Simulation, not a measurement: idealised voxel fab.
voxel plated lines: a process module
Each square cell in cross-section cut measures 5 nm, and the section as a whole is 290 nm wide.
Cross-section layout: square cells on a grid; listed as bands, top to bottom; a band spans one or more cell rows. Band: top and bottom heights (nm) first, top before bottom; then materials from left to right, widths in nm. "edge to edge" marks a sole material filling the band edge to edge. "air" denotes empty space. Heights are measured from 0, the level below which the as-received wafer is all one material; the lowest band has no bottom and continues downward, written as in "0..down". Width spec "30..40" -> top row of cells at first value, bottom row at second value, equal per-row change in between. Basically "stayed the same" means that step didn't change any cell in the cross-section. The label "Closed void roster" introduces a list of the empty spaces, 8 cells or larger, that have no open way up to the top; each entry in it reads width x height at distance, where the distance is taken from the left edge and all three are stated in nm. Anything after a step's settings on that line? It's the simulator's own note about the step. Among the settings permitted on a step's line is "overlay nm"; applied to a step with a mask, it specifies the extent to which the mask lay to the right of its planned position, whereas a negative figure signifies a position to the left.

## These are the steps we planned for the process
1. RECEIVE [material Si]
2. CONFORMAL_DEP [material Al2O3] [thk nm 10]
3. DIRECTIONAL_DEP [material TiN] [thk nm 5]
4. PATTERN [tone open] [mask id LINES] [material resist] [width nm 20] [pitch nm 35] [thk nm 35] [overlay nm 0]
5. EPI [material Ru] [thk nm 5]
6. EPI [material Ru] [thk nm 5]
7. EPI [material Ru] [thk nm 10]
8. STRIP [etch materials resist]
9. DIRECTIONAL_ETCH [etch materials TiN] [depth nm 5]
10. CONFORMAL_DEP [material SiCN] [thk nm 5]

## This is the cross-section of the wafer as we received it, i.e. after step 1
  0..down = Si edge to edge
  Closed void roster: none

## The first of the two wafers as seen in cross-section once the module was finished; processing followed the plan
  40..35 = air=75  SiCN=30  air=5  SiCN=30  air=5  SiCN=30  air=5  SiCN=30  air=80
  35..15 = air=75  SiCN=5  Ru=20  SiCN=5  air=5  SiCN=5  Ru=20  SiCN=5  air=5  SiCN=5  Ru=20  SiCN=5  air=5  SiCN=5  Ru=20  SiCN=5  air=80
  15..10 = SiCN=80  TiN=20  SiCN=15  TiN=20  SiCN=15  TiN=20  SiCN=15  TiN=20  SiCN=85
  10..0 = Al2O3 edge to edge
  0..down = Si edge to edge
  Closed void roster: none

## Second wafer through the module, sectioned at the end: same beginning and same plan as the first wafer, with one mistake in carrying it out
  40..35 = air=65  SiCN=155  air=70
  35..30 = air=65  SiCN=5  Ru=145  SiCN=5  air=70
  30..25 = SiCN=70  Ru=145  SiCN=75
  25..15 = Ru edge to edge
  15..10 = TiN edge to edge
  10..0 = Al2O3 edge to edge
  0..down = Si edge to edge
  Closed void roster: none
The mistake made against the process plan was this: the processing plan was not followed for steps 7 and 8, which were run with their positions exchanged
Wrapping up, a cell-based count of both wafers puts the second over or under the first for these materials: 110 more of Ru; 36 fewer of SiCN; 42 more of TiN
